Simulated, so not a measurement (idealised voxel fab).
Module name: voxel trench capacitor (process module)
The cross-section shown here is cut; it is 225 nm wide and divided into square cells measuring 5 nm on a side.
Cross-sections here: square-cell grids, written as top-down lists of bands, a band being one or more rows of cells. Read a band's entry like this: the first values are the height of its top and the height of its bottom in nm, and what follows is the sequence of materials from left to right, each with its width in nm. Note that "air" is empty space, and that a single material marked "everywhere" reaches across the band from edge to edge. We count height from 0. Below that, the starting wafer is all one material. The lowest band never ends at the bottom but goes on down; see "0..down" for how that is written. When a width is written as two numbers, as in "30..40", the first number is the width in the top row of cells of the band and the second is the width in its bottom row, and the width changes by the same amount from each row to the next. The cross-section has no changed cell in any step marked "changes: none". The entry "Enclosed internal cavities" lists the empty spaces that cover at least 8 cells and have no open path to the top. Each is written as width x height at distance, where the distance is measured from the left edge and all three values are in nm. That trailing text on a step's line, after the settings, is the simulator's own remark on the step. Regarding "overlay nm": on a step with a mask, it is the distance the mask lay to the right of its planned place; a negative value places it to the left. Below you will find pairs of cross-sections. In each, one shows the wafer before one process step and the other after it, with the after view ending at the lowest band that changed. Under each pair is the step separating them, along with its settings. Do not assume the pairs form a chain: they can come from different runs of this module on the same starting wafer, and a pair continues from the pair above it only when its "State on entry" entry says so.

State on entry
- 0..down  Si everywhere
- Enclosed internal cavities: none

Structure After Step
- 10..0  SiN everywhere
- Nothing below the height 0 has changed.
- Enclosed internal cavities: none
It is this step that lies between the two cross-sections above: CONFORMAL_DEP: material SiN, thk nm 10

State on entry: = after-state of the pair above.

Structure After Step
- 25..10  aC everywhere
- Nothing below the height 10 has changed.
- Enclosed internal cavities: none
It is this step that lies between the two cross-sections above: DIRECTIONAL_DEP: material aC, thk nm 15

State on entry: = after-state of the pair above.

Structure After Step
- 55..25  25 of resist  25 of air  25 of resist  25 of air  25 of resist  25 of air  25 of resist  25 of air  25 of resist
- Nothing below the height 25 has changed.
- Enclosed internal cavities: none
It is this step that lies between the two cross-sections above: PATTERN: tone open, mask id TRENCH, material resist, width nm 25, pitch nm 50, thk nm 30, overlay nm 0

State on entry: = after-state of the pair above.

Structure After Step
- 40..25  25 of resist  25 of air  25 of resist  25 of air  25 of resist  25 of air  25 of resist  25 of air  25 of resist
- 25..10  25 of aC  25 of air  25 of aC  25 of air  25 of aC  25 of air  25 of aC  25 of air  25 of aC
- Nothing below the height 10 has changed.
- Enclosed internal cavities: none
It is this step that lies between the two cross-sections above: DIRECTIONAL_ETCH: etch materials aC, depth nm 15

State on entry: = after-state of the pair above.

Structure After Step
- 25..10  25 of aC  25 of air  25 of aC  25 of air  25 of aC  25 of air  25 of aC  25 of air  25 of aC
- Nothing below the height 10 has changed.
- Enclosed internal cavities: none
It is this step that lies between the two cross-sections above: STRIP: etch materials resist

State on entry: = after-state of the pair above.

Structure After Step
- 25..10  25 of aC  25 of air  25 of aC  25 of air  25 of aC  25 of air  25 of aC  25 of air  25 of aC
- 10..0  25 of SiN  25 of air  25 of SiN  25 of air  25 of SiN  25 of air  25 of SiN  25 of air  25 of SiN
- Nothing below the height 0 has changed.
- Enclosed internal cavities: none
It is this step that lies between the two cross-sections above: DIRECTIONAL_ETCH: etch materials SiN, depth nm 10

State on entry: = after-state of the pair above.

Structure After Step
- 25..10  25 of aC  25 of air  25 of aC  25 of air  25 of aC  25 of air  25 of aC  25 of air  25 of aC
- 10..0  25 of SiN  25 of air  25 of SiN  25 of air  25 of SiN  25 of air  25 of SiN  25 of air  25 of SiN
- 0..-25  25 of Si  25 of air  25 of Si  25 of air  25 of Si  25 of air  25 of Si  25 of air  25 of Si
- Nothing below the height -25 has changed.
- Enclosed internal cavities: none
It is this step that lies between the two cross-sections above: DIRECTIONAL_ETCH: etch materials Si, depth nm 25

State on entry: = after-state of the pair above.

Structure After Step
- 10..0  25 of SiN  25 of air  25 of SiN  25 of air  25 of SiN  25 of air  25 of SiN  25 of air  25 of SiN
- Nothing below the height 0 has changed.
- Enclosed internal cavities: none
It is this step that lies between the two cross-sections above: STRIP: etch materials aC

State on entry: = after-state of the pair above.

Structure After Step
- 15..10  30 of HfO2  15 of air  35 of HfO2  15 of air  35 of HfO2  15 of air  35 of HfO2  15 of air  30 of HfO2
- 10..0  25 of SiN  5 of HfO2  15 of air  5 of HfO2  25 of SiN  5 of HfO2  15 of air  5 of HfO2  25 of SiN  5 of HfO2  15 of air  5 of HfO2  25 of SiN  5 of HfO2  15 of air  5 of HfO2  25 of SiN
- 0..-20  25 of Si  5 of HfO2  15 of air  5 of HfO2  25 of Si  5 of HfO2  15 of air  5 of HfO2  25 of Si  5 of HfO2  15 of air  5 of HfO2  25 of Si  5 of HfO2  15 of air  5 of HfO2  25 of Si
- -20..-25  25 of Si  25 of HfO2  25 of Si  25 of HfO2  25 of Si  25 of HfO2  25 of Si  25 of HfO2  25 of Si
- Nothing below the height -25 has changed.
- Enclosed internal cavities: none
It is this step that lies between the two cross-sections above: CONFORMAL_DEP: material HfO2, thk nm 5

State on entry: = after-state of the pair above.

Structure After Step
- 20..15  35 of TiN  5 of air  45 of TiN  5 of air  45 of TiN  5 of air  45 of TiN  5 of air  35 of TiN
- 15..10  30 of HfO2  5 of TiN  5 of air  5 of TiN  35 of HfO2  5 of TiN  5 of air  5 of TiN  35 of HfO2  5 of TiN  5 of air  5 of TiN  35 of HfO2  5 of TiN  5 of air  5 of TiN  30 of HfO2
- 10..0  25 of SiN  5 of HfO2  5 of TiN  5 of air  5 of TiN  5 of HfO2  25 of SiN  5 of HfO2  5 of TiN  5 of air  5 of TiN  5 of HfO2  25 of SiN  5 of HfO2  5 of TiN  5 of air  5 of TiN  5 of HfO2  25 of SiN  5 of HfO2  5 of TiN  5 of air  5 of TiN  5 of HfO2  25 of SiN
- 0..-15  25 of Si  5 of HfO2  5 of TiN  5 of air  5 of TiN  5 of HfO2  25 of Si  5 of HfO2  5 of TiN  5 of air  5 of TiN  5 of HfO2  25 of Si  5 of HfO2  5 of TiN  5 of air  5 of TiN  5 of HfO2  25 of Si  5 of HfO2  5 of TiN  5 of air  5 of TiN  5 of HfO2  25 of Si
- -15..-20  25 of Si  5 of HfO2  15 of TiN  5 of HfO2  25 of Si  5 of HfO2  15 of TiN  5 of HfO2  25 of Si  5 of HfO2  15 of TiN  5 of HfO2  25 of Si  5 of HfO2  15 of TiN  5 of HfO2  25 of Si
- Nothing below the height -20 has changed.
- Enclosed internal cavities: none
It is this step that lies between the two cross-sections above: CONFORMAL_DEP: material TiN, thk nm 5

State on entry: = after-state of the pair above.

Structure After Step
- 25..20  W everywhere
- 20..15  35 of TiN  5 of W  45 of TiN  5 of W  45 of TiN  5 of W  45 of TiN  5 of W  35 of TiN
- 15..10  30 of HfO2  5 of TiN  5 of W  5 of TiN  35 of HfO2  5 of TiN  5 of W  5 of TiN  35 of HfO2  5 of TiN  5 of W  5 of TiN  35 of HfO2  5 of TiN  5 of W  5 of TiN  30 of HfO2
- 10..0  25 of SiN  5 of HfO2  5 of TiN  5 of W  5 of TiN  5 of HfO2  25 of SiN  5 of HfO2  5 of TiN  5 of W  5 of TiN  5 of HfO2  25 of SiN  5 of HfO2  5 of TiN  5 of W  5 of TiN  5 of HfO2  25 of SiN  5 of HfO2  5 of TiN  5 of W  5 of TiN  5 of HfO2  25 of SiN
- 0..-15  25 of Si  5 of HfO2  5 of TiN  5 of W  5 of TiN  5 of HfO2  25 of Si  5 of HfO2  5 of TiN  5 of W  5 of TiN  5 of HfO2  25 of Si  5 of HfO2  5 of TiN  5 of W  5 of TiN  5 of HfO2  25 of Si  5 of HfO2  5 of TiN  5 of W  5 of TiN  5 of HfO2  25 of Si
- Nothing below the height -15 has changed.
- Enclosed internal cavities: none
It is this step that lies between the two cross-sections above: FILL_DEP: material W, thk nm 5

State on entry: = after-state of the pair above.

Structure After Step
- 10..0  25 of SiN  5 of HfO2  5 of TiN  5 of W  5 of TiN  5 of HfO2  25 of SiN  5 of HfO2  5 of TiN  5 of W  5 of TiN  5 of HfO2  25 of SiN  5 of HfO2  5 of TiN  5 of W  5 of TiN  5 of HfO2  25 of SiN  5 of HfO2  5 of TiN  5 of W  5 of TiN  5 of HfO2  25 of SiN
- Nothing below the height 0 has changed.
- Enclosed internal cavities: none
It is this step that lies between the two cross-sections above: CMP: height nm 10

State on entry
- 25..10  25 of aC  25 of air  25 of aC  25 of air  25 of aC  25 of air  25 of aC  25 of air  25 of aC
- 10..0  25 of SiN  25 of air  25 of SiN  25 of air  25 of SiN  25 of air  25 of SiN  25 of air  25 of SiN
- 0..-25  25 of Si  25 of air  25 of Si  25 of air  25 of Si  25 of air  25 of Si  25 of air  25 of Si
- -25..down  Si everywhere
- Enclosed internal cavities: none

Structure After Step
- 25..10  25 of aC  25 of air  25 of aC  25 of air  25 of aC  25 of air  25 of aC  25 of air  25 of aC
- 10..0  25 of SiN  25 of air  25 of SiN  25 of air  25 of SiN  25 of air  25 of SiN  25 of air  25 of SiN
- 0..-50  25 of Si  25 of air  25 of Si  25 of air  25 of Si  25 of air  25 of Si  25 of air  25 of Si
- Nothing below the height -50 has changed.
- Enclosed internal cavities: none
It is this step that lies between the two cross-sections above: DIRECTIONAL_ETCH: etch materials Si, depth nm 25

State on entry: = after-state of the pair above.

Structure After Step
- 10..0  25 of SiN  25 of air  25 of SiN  25 of air  25 of SiN  25 of air  25 of SiN  25 of air  25 of SiN
- Nothing below the height 0 has changed.
- Enclosed internal cavities: none
It is this step that lies between the two cross-sections above: STRIP: etch materials aC

State on entry: = after-state of the pair above.

Structure After Step
- 15..10  30 of HfO2  15 of air  35 of HfO2  15 of air  35 of HfO2  15 of air  35 of HfO2  15 of air  30 of HfO2
- 10..0  25 of SiN  5 of HfO2  15 of air  5 of HfO2  25 of SiN  5 of HfO2  15 of air  5 of HfO2  25 of SiN  5 of HfO2  15 of air  5 of HfO2  25 of SiN  5 of HfO2  15 of air  5 of HfO2  25 of SiN
- 0..-45  25 of Si  5 of HfO2  15 of air  5 of HfO2  25 of Si  5 of HfO2  15 of air  5 of HfO2  25 of Si  5 of HfO2  15 of air  5 of HfO2  25 of Si  5 of HfO2  15 of air  5 of HfO2  25 of Si
- -45..-50  25 of Si  25 of HfO2  25 of Si  25 of HfO2  25 of Si  25 of HfO2  25 of Si  25 of HfO2  25 of Si
- Nothing below the height -50 has changed.
- Enclosed internal cavities: none
It is this step that lies between the two cross-sections above: CONFORMAL_DEP: material HfO2, thk nm 5

State on entry: = after-state of the pair above.

Structure After Step
- 20..15  35 of TiN  5 of air  45 of TiN  5 of air  45 of TiN  5 of air  45 of TiN  5 of air  35 of TiN
- 15..10  30 of HfO2  5 of TiN  5 of air  5 of TiN  35 of HfO2  5 of TiN  5 of air  5 of TiN  35 of HfO2  5 of TiN  5 of air  5 of TiN  35 of HfO2  5 of TiN  5 of air  5 of TiN  30 of HfO2
- 10..0  25 of SiN  5 of HfO2  5 of TiN  5 of air  5 of TiN  5 of HfO2  25 of SiN  5 of HfO2  5 of TiN  5 of air  5 of TiN  5 of HfO2  25 of SiN  5 of HfO2  5 of TiN  5 of air  5 of TiN  5 of HfO2  25 of SiN  5 of HfO2  5 of TiN  5 of air  5 of TiN  5 of HfO2  25 of SiN
- 0..-40  25 of Si  5 of HfO2  5 of TiN  5 of air  5 of TiN  5 of HfO2  25 of Si  5 of HfO2  5 of TiN  5 of air  5 of TiN  5 of HfO2  25 of Si  5 of HfO2  5 of TiN  5 of air  5 of TiN  5 of HfO2  25 of Si  5 of HfO2  5 of TiN  5 of air  5 of TiN  5 of HfO2  25 of Si
- -40..-45  25 of Si  5 of HfO2  15 of TiN  5 of HfO2  25 of Si  5 of HfO2  15 of TiN  5 of HfO2  25 of Si  5 of HfO2  15 of TiN  5 of HfO2  25 of Si  5 of HfO2  15 of TiN  5 of HfO2  25 of Si
- Nothing below the height -45 has changed.
- Enclosed internal cavities: none
It is this step that lies between the two cross-sections above: CONFORMAL_DEP: material TiN, thk nm 5

State on entry: = after-state of the pair above.

Structure After Step
- 25..20  W everywhere
- 20..15  35 of TiN  5 of W  45 of TiN  5 of W  45 of TiN  5 of W  45 of TiN  5 of W  35 of TiN
- 15..10  30 of HfO2  5 of TiN  5 of W  5 of TiN  35 of HfO2  5 of TiN  5 of W  5 of TiN  35 of HfO2  5 of TiN  5 of W  5 of TiN  35 of HfO2  5 of TiN  5 of W  5 of TiN  30 of HfO2
- 10..0  25 of SiN  5 of HfO2  5 of TiN  5 of W  5 of TiN  5 of HfO2  25 of SiN  5 of HfO2  5 of TiN  5 of W  5 of TiN  5 of HfO2  25 of SiN  5 of HfO2  5 of TiN  5 of W  5 of TiN  5 of HfO2  25 of SiN  5 of HfO2  5 of TiN  5 of W  5 of TiN  5 of HfO2  25 of SiN
- 0..-40  25 of Si  5 of HfO2  5 of TiN  5 of W  5 of TiN  5 of HfO2  25 of Si  5 of HfO2  5 of TiN  5 of W  5 of TiN  5 of HfO2  25 of Si  5 of HfO2  5 of TiN  5 of W  5 of TiN  5 of HfO2  25 of Si  5 of HfO2  5 of TiN  5 of W  5 of TiN  5 of HfO2  25 of Si
- Nothing below the height -40 has changed.
- Enclosed internal cavities: none
It is this step that lies between the two cross-sections above: FILL_DEP: material W, thk nm 5

State on entry: = after-state of the pair above.

Structure After Step
- 10..0  25 of SiN  5 of HfO2  5 of TiN  5 of W  5 of TiN  5 of HfO2  25 of SiN  5 of HfO2  5 of TiN  5 of W  5 of TiN  5 of HfO2  25 of SiN  5 of HfO2  5 of TiN  5 of W  5 of TiN  5 of HfO2  25 of SiN  5 of HfO2  5 of TiN  5 of W  5 of TiN  5 of HfO2  25 of SiN
- Nothing below the height 0 has changed.
- Enclosed internal cavities: none
It is this step that lies between the two cross-sections above: CMP: height nm 10

State on entry
- 10..0  25 of SiN  25 of air  25 of SiN  25 of air  25 of SiN  25 of air  25 of SiN  25 of air  25 of SiN
- 0..-25  25 of Si  25 of air  25 of Si  25 of air  25 of Si  25 of air  25 of Si  25 of air  25 of Si
- -25..down  Si everywhere
- Enclosed internal cavities: none

Structure After Step
- 15..10  30 of TiN  15 of air  35 of TiN  15 of air  35 of TiN  15 of air  35 of TiN  15 of air  30 of TiN
- 10..0  25 of SiN  5 of TiN  15 of air  5 of TiN  25 of SiN  5 of TiN  15 of air  5 of TiN  25 of SiN  5 of TiN  15 of air  5 of TiN  25 of SiN  5 of TiN  15 of air  5 of TiN  25 of SiN
- 0..-20  25 of Si  5 of TiN  15 of air  5 of TiN  25 of Si  5 of TiN  15 of air  5 of TiN  25 of Si  5 of TiN  15 of air  5 of TiN  25 of Si  5 of TiN  15 of air  5 of TiN  25 of Si
- -20..-25  25 of Si  25 of TiN  25 of Si  25 of TiN  25 of Si  25 of TiN  25 of Si  25 of TiN  25 of Si
- Nothing below the height -25 has changed.
- Enclosed internal cavities: none
It is this step that lies between the two cross-sections above: CONFORMAL_DEP: material TiN, thk nm 5

State on entry: = after-state of the pair above.

Structure After Step
- 20..15  35 of HfO2  5 of air  45 of HfO2  5 of air  45 of HfO2  5 of air  45 of HfO2  5 of air  35 of HfO2
- 15..10  30 of TiN  5 of HfO2  5 of air  5 of HfO2  35 of TiN  5 of HfO2  5 of air  5 of HfO2  35 of TiN  5 of HfO2  5 of air  5 of HfO2  35 of TiN  5 of HfO2  5 of air  5 of HfO2  30 of TiN
- 10..0  25 of SiN  5 of TiN  5 of HfO2  5 of air  5 of HfO2  5 of TiN  25 of SiN  5 of TiN  5 of HfO2  5 of air  5 of HfO2  5 of TiN  25 of SiN  5 of TiN  5 of HfO2  5 of air  5 of HfO2  5 of TiN  25 of SiN  5 of TiN  5 of HfO2  5 of air  5 of HfO2  5 of TiN  25 of SiN
- 0..-15  25 of Si  5 of TiN  5 of HfO2  5 of air  5 of HfO2  5 of TiN  25 of Si  5 of TiN  5 of HfO2  5 of air  5 of HfO2  5 of TiN  25 of Si  5 of TiN  5 of HfO2  5 of air  5 of HfO2  5 of TiN  25 of Si  5 of TiN  5 of HfO2  5 of air  5 of HfO2  5 of TiN  25 of Si
- -15..-20  25 of Si  5 of TiN  15 of HfO2  5 of TiN  25 of Si  5 of TiN  15 of HfO2  5 of TiN  25 of Si  5 of TiN  15 of HfO2  5 of TiN  25 of Si  5 of TiN  15 of HfO2  5 of TiN  25 of Si
- Nothing below the height -20 has changed.
- Enclosed internal cavities: none
It is this step that lies between the two cross-sections above: CONFORMAL_DEP: material HfO2, thk nm 5

State on entry: = after-state of the pair above.

Structure After Step
- 25..20  W everywhere
- 20..15  35 of HfO2  5 of W  45 of HfO2  5 of W  45 of HfO2  5 of W  45 of HfO2  5 of W  35 of HfO2
- 15..10  30 of TiN  5 of HfO2  5 of W  5 of HfO2  35 of TiN  5 of HfO2  5 of W  5 of HfO2  35 of TiN  5 of HfO2  5 of W  5 of HfO2  35 of TiN  5 of HfO2  5 of W  5 of HfO2  30 of TiN
- 10..0  25 of SiN  5 of TiN  5 of HfO2  5 of W  5 of HfO2  5 of TiN  25 of SiN  5 of TiN  5 of HfO2  5 of W  5 of HfO2  5 of TiN  25 of SiN  5 of TiN  5 of HfO2  5 of W  5 of HfO2  5 of TiN  25 of SiN  5 of TiN  5 of HfO2  5 of W  5 of HfO2  5 of TiN  25 of SiN
- 0..-15  25 of Si  5 of TiN  5 of HfO2  5 of W  5 of HfO2  5 of TiN  25 of Si  5 of TiN  5 of HfO2  5 of W  5 of HfO2  5 of TiN  25 of Si  5 of TiN  5 of HfO2  5 of W  5 of HfO2  5 of TiN  25 of Si  5 of TiN  5 of HfO2  5 of W  5 of HfO2  5 of TiN  25 of Si
- Nothing below the height -15 has changed.
- Enclosed internal cavities: none
It is this step that lies between the two cross-sections above: FILL_DEP: material W, thk nm 5

State on entry: = after-state of the pair above.

Structure After Step
- 10..0  25 of SiN  5 of TiN  5 of HfO2  5 of W  5 of HfO2  5 of TiN  25 of SiN  5 of TiN  5 of HfO2  5 of W  5 of HfO2  5 of TiN  25 of SiN  5 of TiN  5 of HfO2  5 of W  5 of HfO2  5 of TiN  25 of SiN  5 of TiN  5 of HfO2  5 of W  5 of HfO2  5 of TiN  25 of SiN
- Nothing below the height 0 has changed.
- Enclosed internal cavities: none
It is this step that lies between the two cross-sections above: CMP: height nm 10

State on entry
- 25..10  25 of aC  25 of air  25 of aC  25 of air  25 of aC  25 of air  25 of aC  25 of air  25 of aC
- 10..0  25 of SiN  25 of air  25 of SiN  25 of air  25 of SiN  25 of air  25 of SiN  25 of air  25 of SiN
- 0..down  Si everywhere
- Enclosed internal cavities: none

Structure After Step
- 25..10  25 of aC  25 of air  25 of aC  25 of air  25 of aC  25 of air  25 of aC  25 of air  25 of aC
- 10..0  25 of SiN  25 of air  25 of SiN  25 of air  25 of SiN  25 of air  25 of SiN  25 of air  25 of SiN
- 0..-35  25 of Si  25 of air  25 of Si  25 of air  25 of Si  25 of air  25 of Si  25 of air  25 of Si
- Nothing below the height -35 has changed.
- Enclosed internal cavities: none
It is this step that lies between the two cross-sections above: DIRECTIONAL_ETCH: etch materials Si, depth nm 35

State on entry: = after-state of the pair above.

Structure After Step
- 10..0  25 of SiN  25 of air  25 of SiN  25 of air  25 of SiN  25 of air  25 of SiN  25 of air  25 of SiN
- Nothing below the height 0 has changed.
- Enclosed internal cavities: none
It is this step that lies between the two cross-sections above: STRIP: etch materials aC

State on entry: = after-state of the pair above.

Structure After Step
- 15..10  30 of HfO2  15 of air  35 of HfO2  15 of air  35 of HfO2  15 of air  35 of HfO2  15 of air  30 of HfO2
- 10..0  25 of SiN  5 of HfO2  15 of air  5 of HfO2  25 of SiN  5 of HfO2  15 of air  5 of HfO2  25 of SiN  5 of HfO2  15 of air  5 of HfO2  25 of SiN  5 of HfO2  15 of air  5 of HfO2  25 of SiN
- 0..-30  25 of Si  5 of HfO2  15 of air  5 of HfO2  25 of Si  5 of HfO2  15 of air  5 of HfO2  25 of Si  5 of HfO2  15 of air  5 of HfO2  25 of Si  5 of HfO2  15 of air  5 of HfO2  25 of Si
- -30..-35  25 of Si  25 of HfO2  25 of Si  25 of HfO2  25 of Si  25 of HfO2  25 of Si  25 of HfO2  25 of Si
- Nothing below the height -35 has changed.
- Enclosed internal cavities: none
It is this step that lies between the two cross-sections above: CONFORMAL_DEP: material HfO2, thk nm 5

State on entry: = after-state of the pair above.

Structure After Step
- 20..15  35 of TiN  5 of air  45 of TiN  5 of air  45 of TiN  5 of air  45 of TiN  5 of air  35 of TiN
- 15..10  30 of HfO2  5 of TiN  5 of air  5 of TiN  35 of HfO2  5 of TiN  5 of air  5 of TiN  35 of HfO2  5 of TiN  5 of air  5 of TiN  35 of HfO2  5 of TiN  5 of air  5 of TiN  30 of HfO2
- 10..0  25 of SiN  5 of HfO2  5 of TiN  5 of air  5 of TiN  5 of HfO2  25 of SiN  5 of HfO2  5 of TiN  5 of air  5 of TiN  5 of HfO2  25 of SiN  5 of HfO2  5 of TiN  5 of air  5 of TiN  5 of HfO2  25 of SiN  5 of HfO2  5 of TiN  5 of air  5 of TiN  5 of HfO2  25 of SiN
- 0..-25  25 of Si  5 of HfO2  5 of TiN  5 of air  5 of TiN  5 of HfO2  25 of Si  5 of HfO2  5 of TiN  5 of air  5 of TiN  5 of HfO2  25 of Si  5 of HfO2  5 of TiN  5 of air  5 of TiN  5 of HfO2  25 of Si  5 of HfO2  5 of TiN  5 of air  5 of TiN  5 of HfO2  25 of Si
- -25..-30  25 of Si  5 of HfO2  15 of TiN  5 of HfO2  25 of Si  5 of HfO2  15 of TiN  5 of HfO2  25 of Si  5 of HfO2  15 of TiN  5 of HfO2  25 of Si  5 of HfO2  15 of TiN  5 of HfO2  25 of Si
- Nothing below the height -30 has changed.
- Enclosed internal cavities: none
It is this step that lies between the two cross-sections above: CONFORMAL_DEP: material TiN, thk nm 5

State on entry: = after-state of the pair above.

Structure After Step
- 25..20  W everywhere
- 20..15  35 of TiN  5 of W  45 of TiN  5 of W  45 of TiN  5 of W  45 of TiN  5 of W  35 of TiN
- 15..10  30 of HfO2  5 of TiN  5 of W  5 of TiN  35 of HfO2  5 of TiN  5 of W  5 of TiN  35 of HfO2  5 of TiN  5 of W  5 of TiN  35 of HfO2  5 of TiN  5 of W  5 of TiN  30 of HfO2
- 10..0  25 of SiN  5 of HfO2  5 of TiN  5 of W  5 of TiN  5 of HfO2  25 of SiN  5 of HfO2  5 of TiN  5 of W  5 of TiN  5 of HfO2  25 of SiN  5 of HfO2  5 of TiN  5 of W  5 of TiN  5 of HfO2  25 of SiN  5 of HfO2  5 of TiN  5 of W  5 of TiN  5 of HfO2  25 of SiN
- 0..-25  25 of Si  5 of HfO2  5 of TiN  5 of W  5 of TiN  5 of HfO2  25 of Si  5 of HfO2  5 of TiN  5 of W  5 of TiN  5 of HfO2  25 of Si  5 of HfO2  5 of TiN  5 of W  5 of TiN  5 of HfO2  25 of Si  5 of HfO2  5 of TiN  5 of W  5 of TiN  5 of HfO2  25 of Si
- Nothing below the height -25 has changed.
- Enclosed internal cavities: none
It is this step that lies between the two cross-sections above: FILL_DEP: material W, thk nm 5

State on entry: = after-state of the pair above.

Structure After Step
- 10..0  25 of SiN  5 of HfO2  5 of TiN  5 of W  5 of TiN  5 of HfO2  25 of SiN  5 of HfO2  5 of TiN  5 of W  5 of TiN  5 of HfO2  25 of SiN  5 of HfO2  5 of TiN  5 of W  5 of TiN  5 of HfO2  25 of SiN  5 of HfO2  5 of TiN  5 of W  5 of TiN  5 of HfO2  25 of SiN
- Nothing below the height 0 has changed.
- Enclosed internal cavities: none
It is this step that lies between the two cross-sections above: CMP: height nm 10

State on entry
- 25..10  aC everywhere
- 10..0  SiN everywhere
- 0..down  Si everywhere
- Enclosed internal cavities: none

Structure After Step
- 55..25  20 of resist  35 of air  15 of resist  35 of air  15 of resist  35 of air  15 of resist  35 of air  20 of resist
- Nothing below the height 25 has changed.
- Enclosed internal cavities: none
It is this step that lies between the two cross-sections above: PATTERN: tone open, mask id TRENCH, material resist, width nm 35, pitch nm 50, thk nm 30, overlay nm 0

State on entry: = after-state of the pair above.

Structure After Step
- 40..25  20 of resist  35 of air  15 of resist  35 of air  15 of resist  35 of air  15 of resist  35 of air  20 of resist
- 25..10  20 of aC  35 of air  15 of aC  35 of air  15 of aC  35 of air  15 of aC  35 of air  20 of aC
- Nothing below the height 10 has changed.
- Enclosed internal cavities: none
It is this step that lies between the two cross-sections above: DIRECTIONAL_ETCH: etch materials aC, depth nm 15

State on entry: = after-state of the pair above.

Structure After Step
- 25..10  20 of aC  35 of air  15 of aC  35 of air  15 of aC  35 of air  15 of aC  35 of air  20 of aC
- Nothing below the height 10 has changed.
- Enclosed internal cavities: none
It is this step that lies between the two cross-sections above: STRIP: etch materials resist

State on entry: = after-state of the pair above.

Structure After Step
- 25..10  20 of aC  35 of air  15 of aC  35 of air  15 of aC  35 of air  15 of aC  35 of air  20 of aC
- 10..0  20 of SiN  35 of air  15 of SiN  35 of air  15 of SiN  35 of air  15 of SiN  35 of air  20 of SiN
- Nothing below the height 0 has changed.
- Enclosed internal cavities: none
It is this step that lies between the two cross-sections above: DIRECTIONAL_ETCH: etch materials SiN, depth nm 10

State on entry: = after-state of the pair above.

Structure After Step
- 25..10  20 of aC  35 of air  15 of aC  35 of air  15 of aC  35 of air  15 of aC  35 of air  20 of aC
- 10..0  20 of SiN  35 of air  15 of SiN  35 of air  15 of SiN  35 of air  15 of SiN  35 of air  20 of SiN
- 0..-25  20 of Si  35 of air  15 of Si  35 of air  15 of Si  35 of air  15 of Si  35 of air  20 of Si
- Nothing below the height -25 has changed.
- Enclosed internal cavities: none
It is this step that lies between the two cross-sections above: DIRECTIONAL_ETCH: etch materials Si, depth nm 25

State on entry: = after-state of the pair above.

Structure After Step
- 10..0  20 of SiN  35 of air  15 of SiN  35 of air  15 of SiN  35 of air  15 of SiN  35 of air  20 of SiN
- Nothing below the height 0 has changed.
- Enclosed internal cavities: none
It is this step that lies between the two cross-sections above: STRIP: etch materials aC

State on entry: = after-state of the pair above.

Structure After Step
- 15..10  25 of HfO2  25 of air  25 of HfO2  25 of air  25 of HfO2  25 of air  25 of HfO2  25 of air  25 of HfO2
- 10..0  20 of SiN  5 of HfO2  25 of air  5 of HfO2  15 of SiN  5 of HfO2  25 of air  5 of HfO2  15 of SiN  5 of HfO2  25 of air  5 of HfO2  15 of SiN  5 of HfO2  25 of air  5 of HfO2  20 of SiN
- 0..-20  20 of Si  5 of HfO2  25 of air  5 of HfO2  15 of Si  5 of HfO2  25 of air  5 of HfO2  15 of Si  5 of HfO2  25 of air  5 of HfO2  15 of Si  5 of HfO2  25 of air  5 of HfO2  20 of Si
- -20..-25  20 of Si  35 of HfO2  15 of Si  35 of HfO2  15 of Si  35 of HfO2  15 of Si  35 of HfO2  20 of Si
- Nothing below the height -25 has changed.
- Enclosed internal cavities: none
It is this step that lies between the two cross-sections above: CONFORMAL_DEP: material HfO2, thk nm 5

State on entry: = after-state of the pair above.

Structure After Step
- 20..15  30 of TiN  15 of air  35 of TiN  15 of air  35 of TiN  15 of air  35 of TiN  15 of air  30 of TiN
- 15..10  25 of HfO2  5 of TiN  15 of air  5 of TiN  25 of HfO2  5 of TiN  15 of air  5 of TiN  25 of HfO2  5 of TiN  15 of air  5 of TiN  25 of HfO2  5 of TiN  15 of air  5 of TiN  25 of HfO2
- 10..0  20 of SiN  5 of HfO2  5 of TiN  15 of air  5 of TiN  5 of HfO2  15 of SiN  5 of HfO2  5 of TiN  15 of air  5 of TiN  5 of HfO2  15 of SiN  5 of HfO2  5 of TiN  15 of air  5 of TiN  5 of HfO2  15 of SiN  5 of HfO2  5 of TiN  15 of air  5 of TiN  5 of HfO2  20 of SiN
- 0..-15  20 of Si  5 of HfO2  5 of TiN  15 of air  5 of TiN  5 of HfO2  15 of Si  5 of HfO2  5 of TiN  15 of air  5 of TiN  5 of HfO2  15 of Si  5 of HfO2  5 of TiN  15 of air  5 of TiN  5 of HfO2  15 of Si  5 of HfO2  5 of TiN  15 of air  5 of TiN  5 of HfO2  20 of Si
- -15..-20  20 of Si  5 of HfO2  25 of TiN  5 of HfO2  15 of Si  5 of HfO2  25 of TiN  5 of HfO2  15 of Si  5 of HfO2  25 of TiN  5 of HfO2  15 of Si  5 of HfO2  25 of TiN  5 of HfO2  20 of Si
- Nothing below the height -20 has changed.
- Enclosed internal cavities: none
It is this step that lies between the two cross-sections above: CONFORMAL_DEP: material TiN, thk nm 5

State on entry: = after-state of the pair above.

Structure After Step
- 25..20  W everywhere
- 20..15  30 of TiN  15 of W  35 of TiN  15 of W  35 of TiN  15 of W  35 of TiN  15 of W  30 of TiN
- 15..10  25 of HfO2  5 of TiN  15 of W  5 of TiN  25 of HfO2  5 of TiN  15 of W  5 of TiN  25 of HfO2  5 of TiN  15 of W  5 of TiN  25 of HfO2  5 of TiN  15 of W  5 of TiN  25 of HfO2
- 10..0  20 of SiN  5 of HfO2  5 of TiN  15 of W  5 of TiN  5 of HfO2  15 of SiN  5 of HfO2  5 of TiN  15 of W  5 of TiN  5 of HfO2  15 of SiN  5 of HfO2  5 of TiN  15 of W  5 of TiN  5 of HfO2  15 of SiN  5 of HfO2  5 of TiN  15 of W  5 of TiN  5 of HfO2  20 of SiN
- 0..-15  20 of Si  5 of HfO2  5 of TiN  15 of W  5 of TiN  5 of HfO2  15 of Si  5 of HfO2  5 of TiN  15 of W  5 of TiN  5 of HfO2  15 of Si  5 of HfO2  5 of TiN  15 of W  5 of TiN  5 of HfO2  15 of Si  5 of HfO2  5 of TiN  15 of W  5 of TiN  5 of HfO2  20 of Si
- Nothing below the height -15 has changed.
- Enclosed internal cavities: none
It is this step that lies between the two cross-sections above: FILL_DEP: material W, thk nm 5

State on entry: = after-state of the pair above.

Structure After Step
- 10..0  20 of SiN  5 of HfO2  5 of TiN  15 of W  5 of TiN  5 of HfO2  15 of SiN  5 of HfO2  5 of TiN  15 of W  5 of TiN  5 of HfO2  15 of SiN  5 of HfO2  5 of TiN  15 of W  5 of TiN  5 of HfO2  15 of SiN  5 of HfO2  5 of TiN  15 of W  5 of TiN  5 of HfO2  20 of SiN
- Nothing below the height 0 has changed.
- Enclosed internal cavities: none
It is this step that lies between the two cross-sections above: CMP: height nm 10
